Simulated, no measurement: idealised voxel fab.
Herein follows the process module entitled voxel wiring stack.
The width of the displayed cross-section, cut, is 280 nm; its cells are square, with a size of 5 nm.
Cross-section = grid of square cells, listed top down in bands; band = one or more rows. Band: top height; bottom height; in nm. Then, left to right: material with width in nm, for each material. "everywhere": a single material spanning edge to edge. "empty": empty space. Heads up on the height convention: 0 is the point under which the incoming wafer is all one material, and the lowest band has no bottom, it just keeps going down, like "from 0 down". A two-number width, for instance "30..40", indicates that the width is equal to the first number in the top row of the band and to the second number in the bottom row, and that it changes by a constant amount per row of cells. "everything unchanged" means the step left every cell of the cross-section as it was. Enclosed voids (no open way to top), threshold 8 cells or more, entry "Voids, fully enclosed", notation width x height at distance, distance from left edge, nm. Note: text after step settings on the step line = simulator remark on that step. overlay nm: right-of-plan distance of the mask on a masked step; negative values mean left-of-plan.

List of planned process steps
| 1 | RECEIVE | material Si |
| 2 | CONFORMAL_DEP | material SiO2 | thk nm 10 |
| 3 | CONFORMAL_DEP | material SiN | thk nm 5 |
| 4 | DIRECTIONAL_DEP | material lowk | thk nm 20 |
| 5 | MASKED_ETCH | tone open | mask id METAL_1 | width nm 20 | pitch nm 50 | etch materials lowk | depth nm 20 | overlay nm 0 |
| 6 | MASKED_ETCH | tone open | mask id METAL_1 | width nm 20 | pitch nm 50 | etch materials SiN | depth nm 5 | overlay nm 0 |
| 7 | CONFORMAL_DEP | material TiN | thk nm 5 |
| 8 | FILL_DEP | material W | thk nm 10 |
| 9 | CMP | height nm 35 |
| 10 | CONFORMAL_DEP | material SiCN | thk nm 5 |
| 11 | DIRECTIONAL_DEP | material SiO2 | thk nm 10 |
| 12 | DIRECTIONAL_DEP | material aC | thk nm 15 |
| 13 | PATTERN | tone open | mask id PLUG_1 | material resist | width nm 15 | pitch nm 50 | thk nm 35 | overlay nm 0 |
| 14 | DIRECTIONAL_ETCH | etch materials aC | depth nm 15 |
| 15 | STRIP | etch materials resist |
| 16 | DIRECTIONAL_ETCH | etch materials SiO2 | depth nm 10 |
| 17 | DIRECTIONAL_ETCH | etch materials SiCN | depth nm 5 |
| 18 | STRIP | etch materials aC |
| 19 | EPI | material Ru | thk nm 10 |
| 20 | EPI | material Ru | thk nm 5 |
| 21 | DIRECTIONAL_DEP | material TiN | thk nm 5 |
| 22 | DIRECTIONAL_DEP | material Ru | thk nm 25 |
| 23 | DIRECTIONAL_DEP | material aC | thk nm 10 |
| 24 | PATTERN | tone cover | mask id METAL_2 | material resist | width nm 20 | pitch nm 50 | thk nm 25 | overlay nm 0 |
| 25 | DIRECTIONAL_ETCH | etch materials aC | depth nm 10 |
| 26 | STRIP | etch materials resist |
| 27 | DIRECTIONAL_ETCH | etch materials Ru | depth nm 25 |
| 28 | DIRECTIONAL_ETCH | etch materials TiN | depth nm 5 |
| 29 | STRIP | etch materials aC |
| 30 | FILL_DEP | material lowk | thk nm 10 |
| 31 | CMP | height nm 80 |
| 32 | CONFORMAL_DEP | material SiN | thk nm 5 |

As-received wafer cross-section (after step 1)
> from 0 down | Si everywhere
> Voids, fully enclosed: none

Looking at the first of two wafers in cross-section at end of module - ran to plan
> from 85 to 80 | SiN everywhere
> from 80 to 55 | lowk: 55  Ru: 20  lowk: 30  Ru: 20  lowk: 30  Ru: 20  lowk: 30  Ru: 20  lowk: 55
> from 55 to 50 | lowk: 55  TiN: 20  lowk: 30  TiN: 20  lowk: 30  TiN: 20  lowk: 30  TiN: 20  lowk: 55
> from 50 to 40 | SiO2: 55  Ru: 15  SiO2: 35  Ru: 15  SiO2: 35  Ru: 15  SiO2: 35  Ru: 15  SiO2: 60
> from 40 to 35 | SiCN: 55  Ru: 15  SiCN: 35  Ru: 15  SiCN: 35  Ru: 15  SiCN: 35  Ru: 15  SiCN: 60
> from 35 to 15 | lowk: 55  TiN: 5  W: 10  TiN: 5  lowk: 30  TiN: 5  W: 10  TiN: 5  lowk: 30  TiN: 5  W: 10  TiN: 5  lowk: 30  TiN: 5  W: 10  TiN: 5  lowk: 55
> from 15 to 10 | SiN: 55  TiN: 20  SiN: 30  TiN: 20  SiN: 30  TiN: 20  SiN: 30  TiN: 20  SiN: 55
> from 10 to 0 | SiO2 everywhere
> from 0 down | Si everywhere
> Voids, fully enclosed: none

Cross-section, wafer two of two, end of module: same start and plan as wafer one, one error in execution
> from 85 to 80 | SiN everywhere
> from 80 to 65 | lowk: 55  Ru: 20  lowk: 30  Ru: 20  lowk: 30  Ru: 20  lowk: 30  Ru: 20  lowk: 55
> from 65 to 60 | lowk: 55  TiN: 20  lowk: 30  TiN: 20  lowk: 30  TiN: 20  lowk: 30  TiN: 20  lowk: 55
> from 60 to 50 | lowk: 45  Ru: 35  lowk: 15  Ru: 35  lowk: 15  Ru: 35  lowk: 15  Ru: 35  lowk: 50
> from 50 to 40 | SiO2: 55  Ru: 15  SiO2: 35  Ru: 15  SiO2: 35  Ru: 15  SiO2: 35  Ru: 15  SiO2: 60
> from 40 to 35 | SiCN: 55  Ru: 15  SiCN: 35  Ru: 15  SiCN: 35  Ru: 15  SiCN: 35  Ru: 15  SiCN: 60
> from 35 to 15 | lowk: 55  TiN: 5  W: 10  TiN: 5  lowk: 30  TiN: 5  W: 10  TiN: 5  lowk: 30  TiN: 5  W: 10  TiN: 5  lowk: 30  TiN: 5  W: 10  TiN: 5  lowk: 55
> from 15 to 10 | SiN: 55  TiN: 20  SiN: 30  TiN: 20  SiN: 30  TiN: 20  SiN: 30  TiN: 20  SiN: 55
> from 10 to 0 | SiO2 everywhere
> from 0 down | Si everywhere
> Voids, fully enclosed: none
Nonconformance to the process plan: step 19 was run twice
Counted in cells at the end, the second wafer holds more or fewer of these materials than the first: +24 Ru; -24 lowk
